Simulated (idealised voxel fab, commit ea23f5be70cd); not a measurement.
process module | voxel gate over fins
cross-section cut | 245 nm wide | cells 5 nm
A cross-section is a grid of square cells, given in bands from the top down. A band is one or more rows of cells.
Each band's line starts with the height of the band's top and of its bottom, in nm. Then come its materials from left to right, each with its width in nm. One material with "throughout" fills the band from edge to edge. "air" is empty space.
Height 0 is the level under which the wafer as received is all one material. The lowest band goes on downwards, as in "0 down".
A width such as "30 to 40" changes by the same amount from each row of cells to the next, from the band's top row to its bottom row.
"no change" after a step means that no cell of the cross-section changed.
closed voids: empty space of 8 cells or more with no open way to the top, each as width x height at its distance from the left edge, in nm
after a step's settings: what the simulator itself notes on the step
overlay nm, on a step with a mask: how far to the right of its planned place the mask lay; to the left if negative
plan
1 op RECEIVE | material Si
2 op CONFORMAL_DEP | material SiN | thk nm 10
3 op PATTERN | tone cover | mask id FINS | material resist | width nm 15 | pitch nm 50 | thk nm 15 | overlay nm 0
4 op DIRECTIONAL_ETCH | etch materials SiN | depth nm 10
5 op DIRECTIONAL_ETCH | etch materials Si | depth nm 40
6 op STRIP | etch materials resist
7 op FILL_DEP | material SiO2 | thk nm 10
8 op CMP | height nm 10
9 op PATTERN | tone open | mask id RAIL | material resist | width nm 15 | thk nm 15 | overlay nm 0
10 op DIRECTIONAL_ETCH | etch materials SiO2 | depth nm 45
11 op STRIP | etch materials resist
12 op CONFORMAL_DEP | material TiN | thk nm 5
13 op FILL_DEP | material W | thk nm 10
14 op CMP | height nm 10
15 op SELECTIVE_ETCH | etch materials W Ru TiN | depth nm 30
16 op FILL_DEP | material SiO2 | thk nm 5
17 op CMP | height nm 10
18 op SELECTIVE_ETCH | etch materials SiO2 | depth nm 20
19 op STRIP | etch materials SiN
20 op CONFORMAL_DEP | material HfO2 | thk nm 5
21 op CONFORMAL_DEP | material TiN | thk nm 5
22 op CONFORMAL_DEP | material TiAl | thk nm 5
23 op CONFORMAL_DEP | material TiN | thk nm 5
24 op FILL_DEP | material W | thk nm 10
25 op CMP | height nm 25
26 op CONFORMAL_DEP | material SiN | thk nm 10
first wafer, as planned
as received, after step 1
  0 down: Si throughout
  closed voids: none
after step 2
  10 to 0: SiN throughout
  below 0: unchanged
after step 3
  25 to 10: air 65 | resist 15 | air 35 | resist 15 | air 35 | resist 15 | air 65
  below 10: unchanged
after step 4
  25 to 10: air 65 | resist 15 | air 35 | resist 15 | air 35 | resist 15 | air 65
  10 to 0: air 65 | SiN 15 | air 35 | SiN 15 | air 35 | SiN 15 | air 65
  below 0: unchanged
after step 5
  25 to 10: air 65 | resist 15 | air 35 | resist 15 | air 35 | resist 15 | air 65
  10 to 0: air 65 | SiN 15 | air 35 | SiN 15 | air 35 | SiN 15 | air 65
  0 to -40: air 65 | Si 15 | air 35 | Si 15 | air 35 | Si 15 | air 65
  below -40: unchanged
after step 6
  10 to 0: air 65 | SiN 15 | air 35 | SiN 15 | air 35 | SiN 15 | air 65
  below 0: unchanged
after step 7
  20 to 10: SiO2 throughout
  10 to 0: SiO2 65 | SiN 15 | SiO2 35 | SiN 15 | SiO2 35 | SiN 15 | SiO2 65
  0 to -40: SiO2 65 | Si 15 | SiO2 35 | Si 15 | SiO2 35 | Si 15 | SiO2 65
  below -40: unchanged
after step 8
  10 to 0: SiO2 65 | SiN 15 | SiO2 35 | SiN 15 | SiO2 35 | SiN 15 | SiO2 65
  below 0: unchanged
after step 9
  25 to 10: resist 90 | air 15 | resist 140
  below 10: unchanged
after step 10
  25 to 10: resist 90 | air 15 | resist 140
  10 to 0: SiO2 65 | SiN 15 | SiO2 10 | air 15 | SiO2 10 | SiN 15 | SiO2 35 | SiN 15 | SiO2 65
  0 to -35: SiO2 65 | Si 15 | SiO2 10 | air 15 | SiO2 10 | Si 15 | SiO2 35 | Si 15 | SiO2 65
  below -35: unchanged
after step 11
  10 to 0: SiO2 65 | SiN 15 | SiO2 10 | air 15 | SiO2 10 | SiN 15 | SiO2 35 | SiN 15 | SiO2 65
  below 0: unchanged
after step 12
  15 to 10: TiN 95 | air 5 | TiN 145
  10 to 0: SiO2 65 | SiN 15 | SiO2 10 | TiN 5 | air 5 | TiN 5 | SiO2 10 | SiN 15 | SiO2 35 | SiN 15 | SiO2 65
  0 to -30: SiO2 65 | Si 15 | SiO2 10 | TiN 5 | air 5 | TiN 5 | SiO2 10 | Si 15 | SiO2 35 | Si 15 | SiO2 65
  -30 to -35: SiO2 65 | Si 15 | SiO2 10 | TiN 15 | SiO2 10 | Si 15 | SiO2 35 | Si 15 | SiO2 65
  below -35: unchanged
after step 13
  25 to 15: W throughout
  15 to 10: TiN 95 | W 5 | TiN 145
  10 to 0: SiO2 65 | SiN 15 | SiO2 10 | TiN 5 | W 5 | TiN 5 | SiO2 10 | SiN 15 | SiO2 35 | SiN 15 | SiO2 65
  0 to -30: SiO2 65 | Si 15 | SiO2 10 | TiN 5 | W 5 | TiN 5 | SiO2 10 | Si 15 | SiO2 35 | Si 15 | SiO2 65
  below -30: unchanged
after step 14
  10 to 0: SiO2 65 | SiN 15 | SiO2 10 | TiN 5 | W 5 | TiN 5 | SiO2 10 | SiN 15 | SiO2 35 | SiN 15 | SiO2 65
  below 0: unchanged
after step 15
  10 to 0: SiO2 65 | SiN 15 | SiO2 10 | air 15 | SiO2 10 | SiN 15 | SiO2 35 | SiN 15 | SiO2 65
  0 to -20: SiO2 65 | Si 15 | SiO2 10 | air 15 | SiO2 10 | Si 15 | SiO2 35 | Si 15 | SiO2 65
  below -20: unchanged
after step 16
  15 to 10: SiO2 throughout
  10 to 0: SiO2 65 | SiN 15 | SiO2 35 | SiN 15 | SiO2 35 | SiN 15 | SiO2 65
  0 to -20: SiO2 65 | Si 15 | SiO2 35 | Si 15 | SiO2 35 | Si 15 | SiO2 65
  below -20: unchanged
after step 17
  10 to 0: SiO2 65 | SiN 15 | SiO2 35 | SiN 15 | SiO2 35 | SiN 15 | SiO2 65
  below 0: unchanged
after step 18
  10 to 0: air 65 | SiN 15 | air 35 | SiN 15 | air 35 | SiN 15 | air 65
  0 to -10: air 65 | Si 15 | air 35 | Si 15 | air 35 | Si 15 | air 65
  below -10: unchanged
after step 19
  0 to -10: air 65 | Si 15 | air 35 | Si 15 | air 35 | Si 15 | air 65
  below -10: unchanged
after step 20
  5 to 0: air 60 | HfO2 25 | air 25 | HfO2 25 | air 25 | HfO2 25 | air 60
  0 to -5: air 60 | HfO2 5 | Si 15 | HfO2 5 | air 25 | HfO2 5 | Si 15 | HfO2 5 | air 25 | HfO2 5 | Si 15 | HfO2 5 | air 60
  -5 to -10: HfO2 65 | Si 15 | HfO2 35 | Si 15 | HfO2 35 | Si 15 | HfO2 65
  below -10: unchanged
after step 21
  10 to 5: air 55 | TiN 35 | air 15 | TiN 35 | air 15 | TiN 35 | air 55
  5 to 0: air 55 | TiN 5 | HfO2 25 | TiN 5 | air 15 | TiN 5 | HfO2 25 | TiN 5 | air 15 | TiN 5 | HfO2 25 | TiN 5 | air 55
  0 to -5: TiN 60 | HfO2 5 | Si 15 | HfO2 5 | TiN 25 | HfO2 5 | Si 15 | HfO2 5 | TiN 25 | HfO2 5 | Si 15 | HfO2 5 | TiN 60
  below -5: unchanged
after step 22
  15 to 10: air 50 | TiAl 45 | air 5 | TiAl 45 | air 5 | TiAl 45 | air 50
  10 to 5: air 50 | TiAl 5 | TiN 35 | TiAl 5 | air 5 | TiAl 5 | TiN 35 | TiAl 5 | air 5 | TiAl 5 | TiN 35 | TiAl 5 | air 50
  5 to 0: TiAl 55 | TiN 5 | HfO2 25 | TiN 5 | TiAl 15 | TiN 5 | HfO2 25 | TiN 5 | TiAl 15 | TiN 5 | HfO2 25 | TiN 5 | TiAl 55
  below 0: unchanged
after step 23
  20 to 15: air 45 | TiN 155 | air 45
  15 to 10: air 45 | TiN 5 | TiAl 45 | TiN 5 | TiAl 45 | TiN 5 | TiAl 45 | TiN 5 | air 45
  10 to 5: TiN 50 | TiAl 5 | TiN 35 | TiAl 5 | TiN 5 | TiAl 5 | TiN 35 | TiAl 5 | TiN 5 | TiAl 5 | TiN 35 | TiAl 5 | TiN 50
  below 5: unchanged
after step 24
  30 to 20: W throughout
  20 to 15: W 45 | TiN 155 | W 45
  15 to 10: W 45 | TiN 5 | TiAl 45 | TiN 5 | TiAl 45 | TiN 5 | TiAl 45 | TiN 5 | W 45
  below 10: unchanged
after step 25
  25 to 20: W throughout
  below 20: unchanged
after step 26
  35 to 25: SiN throughout
  below 25: unchanged
second wafer: like start, like plan, one mistake. Through step 2 it matches the first wafer
when step 3 should have ended
  25 to 10: air 55 | resist 15 | air 35 | resist 15 | air 35 | resist 15 | air 75
  below 10: unchanged
when step 4 should have ended
  25 to 10: air 55 | resist 15 | air 35 | resist 15 | air 35 | resist 15 | air 75
  10 to 0: air 55 | SiN 15 | air 35 | SiN 15 | air 35 | SiN 15 | air 75
  below 0: unchanged
when step 5 should have ended
  25 to 10: air 55 | resist 15 | air 35 | resist 15 | air 35 | resist 15 | air 75
  10 to 0: air 55 | SiN 15 | air 35 | SiN 15 | air 35 | SiN 15 | air 75
  0 to -40: air 55 | Si 15 | air 35 | Si 15 | air 35 | Si 15 | air 75
  below -40: unchanged
when step 6 should have ended
  10 to 0: air 55 | SiN 15 | air 35 | SiN 15 | air 35 | SiN 15 | air 75
  below 0: unchanged
when step 7 should have ended
  20 to 10: SiO2 throughout
  10 to 0: SiO2 55 | SiN 15 | SiO2 35 | SiN 15 | SiO2 35 | SiN 15 | SiO2 75
  0 to -40: SiO2 55 | Si 15 | SiO2 35 | Si 15 | SiO2 35 | Si 15 | SiO2 75
  below -40: unchanged
when step 8 should have ended
  10 to 0: SiO2 55 | SiN 15 | SiO2 35 | SiN 15 | SiO2 35 | SiN 15 | SiO2 75
  below 0: unchanged
when step 9 should have ended
  25 to 10: resist 90 | air 15 | resist 140
  below 10: unchanged
when step 10 should have ended
  25 to 10: resist 90 | air 15 | resist 140
  10 to 0: SiO2 55 | SiN 15 | SiO2 20 | air 15 | SiN 15 | SiO2 35 | SiN 15 | SiO2 75
  0 to -35: SiO2 55 | Si 15 | SiO2 20 | air 15 | Si 15 | SiO2 35 | Si 15 | SiO2 75
  below -35: unchanged
when step 11 should have ended
  10 to 0: SiO2 55 | SiN 15 | SiO2 20 | air 15 | SiN 15 | SiO2 35 | SiN 15 | SiO2 75
  below 0: unchanged
when step 12 should have ended
  15 to 10: TiN 95 | air 5 | TiN 145
  10 to 0: SiO2 55 | SiN 15 | SiO2 20 | TiN 5 | air 5 | TiN 5 | SiN 15 | SiO2 35 | SiN 15 | SiO2 75
  0 to -30: SiO2 55 | Si 15 | SiO2 20 | TiN 5 | air 5 | TiN 5 | Si 15 | SiO2 35 | Si 15 | SiO2 75
  -30 to -35: SiO2 55 | Si 15 | SiO2 20 | TiN 15 | Si 15 | SiO2 35 | Si 15 | SiO2 75
  below -35: unchanged
when step 13 should have ended
  25 to 15: W throughout
  15 to 10: TiN 95 | W 5 | TiN 145
  10 to 0: SiO2 55 | SiN 15 | SiO2 20 | TiN 5 | W 5 | TiN 5 | SiN 15 | SiO2 35 | SiN 15 | SiO2 75
  0 to -30: SiO2 55 | Si 15 | SiO2 20 | TiN 5 | W 5 | TiN 5 | Si 15 | SiO2 35 | Si 15 | SiO2 75
  below -30: unchanged
when step 14 should have ended
  10 to 0: SiO2 55 | SiN 15 | SiO2 20 | TiN 5 | W 5 | TiN 5 | SiN 15 | SiO2 35 | SiN 15 | SiO2 75
  below 0: unchanged
when step 15 should have ended
  10 to 0: SiO2 55 | SiN 15 | SiO2 20 | air 15 | SiN 15 | SiO2 35 | SiN 15 | SiO2 75
  0 to -20: SiO2 55 | Si 15 | SiO2 20 | air 15 | Si 15 | SiO2 35 | Si 15 | SiO2 75
  below -20: unchanged
when step 16 should have ended
  15 to 10: SiO2 throughout
  10 to 0: SiO2 55 | SiN 15 | SiO2 35 | SiN 15 | SiO2 35 | SiN 15 | SiO2 75
  0 to -20: SiO2 55 | Si 15 | SiO2 35 | Si 15 | SiO2 35 | Si 15 | SiO2 75
  below -20: unchanged
when step 17 should have ended
  10 to 0: SiO2 55 | SiN 15 | SiO2 35 | SiN 15 | SiO2 35 | SiN 15 | SiO2 75
  below 0: unchanged
when step 18 should have ended
  10 to 0: air 55 | SiN 15 | air 35 | SiN 15 | air 35 | SiN 15 | air 75
  0 to -10: air 55 | Si 15 | air 35 | Si 15 | air 35 | Si 15 | air 75
  below -10: unchanged
when step 19 should have ended
  0 to -10: air 55 | Si 15 | air 35 | Si 15 | air 35 | Si 15 | air 75
  below -10: unchanged
when step 20 should have ended
  5 to 0: air 50 | HfO2 25 | air 25 | HfO2 25 | air 25 | HfO2 25 | air 70
  0 to -5: air 50 | HfO2 5 | Si 15 | HfO2 5 | air 25 | HfO2 5 | Si 15 | HfO2 5 | air 25 | HfO2 5 | Si 15 | HfO2 5 | air 70
  -5 to -10: HfO2 55 | Si 15 | HfO2 35 | Si 15 | HfO2 35 | Si 15 | HfO2 75
  below -10: unchanged
when step 21 should have ended
  10 to 5: air 45 | TiN 35 | air 15 | TiN 35 | air 15 | TiN 35 | air 65
  5 to 0: air 45 | TiN 5 | HfO2 25 | TiN 5 | air 15 | TiN 5 | HfO2 25 | TiN 5 | air 15 | TiN 5 | HfO2 25 | TiN 5 | air 65
  0 to -5: TiN 50 | HfO2 5 | Si 15 | HfO2 5 | TiN 25 | HfO2 5 | Si 15 | HfO2 5 | TiN 25 | HfO2 5 | Si 15 | HfO2 5 | TiN 70
  below -5: unchanged
when step 22 should have ended
  15 to 10: air 40 | TiAl 45 | air 5 | TiAl 45 | air 5 | TiAl 45 | air 60
  10 to 5: air 40 | TiAl 5 | TiN 35 | TiAl 5 | air 5 | TiAl 5 | TiN 35 | TiAl 5 | air 5 | TiAl 5 | TiN 35 | TiAl 5 | air 60
  5 to 0: TiAl 45 | TiN 5 | HfO2 25 | TiN 5 | TiAl 15 | TiN 5 | HfO2 25 | TiN 5 | TiAl 15 | TiN 5 | HfO2 25 | TiN 5 | TiAl 65
  below 0: unchanged
when step 23 should have ended
  20 to 15: air 35 | TiN 155 | air 55
  15 to 10: air 35 | TiN 5 | TiAl 45 | TiN 5 | TiAl 45 | TiN 5 | TiAl 45 | TiN 5 | air 55
  10 to 5: TiN 40 | TiAl 5 | TiN 35 | TiAl 5 | TiN 5 | TiAl 5 | TiN 35 | TiAl 5 | TiN 5 | TiAl 5 | TiN 35 | TiAl 5 | TiN 60
  below 5: unchanged
when step 24 should have ended
  30 to 20: W throughout
  20 to 15: W 35 | TiN 155 | W 55
  15 to 10: W 35 | TiN 5 | TiAl 45 | TiN 5 | TiAl 45 | TiN 5 | TiAl 45 | TiN 5 | W 55
  below 10: unchanged
when step 25 should have ended
  25 to 20: W throughout
  below 20: unchanged
when step 26 should have ended
  35 to 25: SiN throughout
  below 25: unchanged
what went wrong: step 3 ran as: op PATTERN | tone cover | mask id FINS | material resist | width nm 15 | pitch nm 50 | thk nm 15 | overlay nm -10
at the end the second wafer has, in cells: as many of each material as the first, in other places
